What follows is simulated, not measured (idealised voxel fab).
process module | voxel air gaps
cross-section cut | 210 nm wide | cells 5 nm
A cross-section is a grid of square cells, given in bands from the top down. A band is one or more rows of cells.
Each band's line starts with the height of the band's top and of its bottom, in nm. Then come its materials from left to right, each with its width in nm. One material with "throughout" fills the band from edge to edge. "air" is empty space.
Height 0 is the level under which the wafer as received is all one material. The lowest band goes on downwards, as in "0 down".
A width such as "30 to 40" changes by the same amount from each row of cells to the next, from the band's top row to its bottom row.
"no change" after a step means that no cell of the cross-section changed.
closed voids: empty space of 8 cells or more with no open way to the top, each as width x height at its distance from the left edge, in nm
after a step's settings: what the simulator itself notes on the step
overlay nm, on a step with a mask: how far to the right of its planned place the mask lay; to the left if negative
plan
1 op RECEIVE | material Si
2 op CONFORMAL_DEP | material SiO2 | thk nm 10
3 op CONFORMAL_DEP | material SiN | thk nm 5
4 op DIRECTIONAL_DEP | material SiO2 | thk nm 30
5 op PATTERN | tone open | mask id LINES | material resist | width nm 20 | pitch nm 45 | thk nm 20 | overlay nm 0
6 op DIRECTIONAL_ETCH | etch materials SiO2 | depth nm 30
7 op STRIP | etch materials resist
8 op CONFORMAL_DEP | material TiN | thk nm 5
9 op FILL_DEP | material Cu | thk nm 10
10 op CMP | height nm 45
11 op EPI | material Ru | thk nm 10
12 op SELECTIVE_ETCH | etch materials SiO2 | depth nm 40
13 op CONFORMAL_DEP | material SiCN | thk nm 5
as received, after step 1
  0 down: Si throughout
  closed voids: none
a wafer at the end: this start, this plan, one mistake
  60 to 55: air 15 | SiCN 185 | air 10
  55 to 45: air 15 | SiCN 5 | Ru 40 | SiCN 5 | Ru 40 | SiCN 5 | Ru 40 | SiCN 5 | Ru 40 | SiCN 5 | air 10
  45 to 40: air 15 | SiCN 15 | TiN 5 | Cu 10 | TiN 5 | SiCN 25 | TiN 5 | Cu 10 | TiN 5 | SiCN 25 | TiN 5 | Cu 10 | TiN 5 | SiCN 25 | TiN 5 | Cu 10 | TiN 5 | SiCN 15 | air 10
  40 to 20: air 25 | SiCN 5 | TiN 5 | Cu 10 | TiN 5 | SiCN 5 | air 15 | SiCN 5 | TiN 5 | Cu 10 | TiN 5 | SiCN 5 | air 15 | SiCN 5 | TiN 5 | Cu 10 | TiN 5 | SiCN 5 | air 15 | SiCN 5 | TiN 5 | Cu 10 | TiN 5 | SiCN 5 | air 20
  20 to 15: SiCN 30 | TiN 20 | SiCN 25 | TiN 20 | SiCN 25 | TiN 20 | SiCN 25 | TiN 20 | SiCN 25
  15 to 10: SiN throughout
  10 to 0: SiO2 throughout
  0 down: Si throughout
  closed voids: 15 x 20 at 55; 15 x 20 at 100; 15 x 20 at 145
what went wrong: step 5 ran as: op PATTERN | tone open | mask id LINES | material resist | width nm 20 | pitch nm 45 | thk nm 20 | overlay nm 5
